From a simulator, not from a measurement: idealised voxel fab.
process module | voxel ribs on slabs
cross-section cut | 180 nm wide | cells 5 nm
A cross-section is a grid of square cells, given in bands from the top down. A band is one or more rows of cells.
Each band's line starts with the height of the band's top and of its bottom, in nm. Then come its materials from left to right, each with its width in nm. One material with "throughout" fills the band from edge to edge. "air" is empty space.
Height 0 is the level under which the wafer as received is all one material. The lowest band goes on downwards, as in "0 down".
A width such as "30 to 40" changes by the same amount from each row of cells to the next, from the band's top row to its bottom row.
"no change" after a step means that no cell of the cross-section changed.
closed voids: empty space of 8 cells or more with no open way to the top, each as width x height at its distance from the left edge, in nm
after a step's settings: what the simulator itself notes on the step
overlay nm, on a step with a mask: how far to the right of its planned place the mask lay; to the left if negative
plan
1 op RECEIVE | material Si
2 op DIRECTIONAL_DEP | material SiO2 | thk nm 30
3 op DIRECTIONAL_DEP | material SiN | thk nm 20
4 op DIRECTIONAL_DEP | material aC | thk nm 15
5 op PATTERN | tone cover | mask id RIB | material resist | width nm 25 | thk nm 30 | overlay nm 0
6 op DIRECTIONAL_ETCH | etch materials aC | depth nm 15
7 op STRIP | etch materials resist
8 op DIRECTIONAL_ETCH | etch materials SiN | depth nm 10
9 op STRIP | etch materials aC
10 op DIRECTIONAL_DEP | material aC | thk nm 15
11 op PATTERN | tone cover | mask id SLAB | material resist | width nm 75 | thk nm 30 | overlay nm 0
12 op DIRECTIONAL_ETCH | etch materials aC | depth nm 15
13 op STRIP | etch materials resist
14 op DIRECTIONAL_ETCH | etch materials SiN | depth nm 10
15 op STRIP | etch materials aC
16 op FILL_DEP | material SiO2 | thk nm 25
17 op CMP | height nm 65
18 op DIRECTIONAL_DEP | material W | thk nm 5
19 op PATTERN | tone cover | mask id HEATER | material resist | width nm 35 | thk nm 15 | overlay nm 0
20 op DIRECTIONAL_ETCH | etch materials W | depth nm 5
21 op STRIP | etch materials resist
22 op CONFORMAL_DEP | material SiO2 | thk nm 10
as received, after step 1
  0 down: Si throughout
  closed voids: none
a wafer at the end: this start, this plan, one mistake
  80 to 75: air 60 | SiO2 55 | air 65
  75 to 70: SiO2 throughout
  70 to 65: SiO2 70 | W 35 | SiO2 75
  65 to 50: SiO2 throughout
  50 to 40: SiO2 50 | SiN 25 | SiO2 25 | SiN 25 | SiO2 55
  40 to 30: SiN throughout
  30 to 0: SiO2 throughout
  0 down: Si throughout
  closed voids: none
what went wrong: step 5 ran as: op PATTERN | tone open | mask id RIB | material resist | width nm 25 | thk nm 30 | overlay nm 0
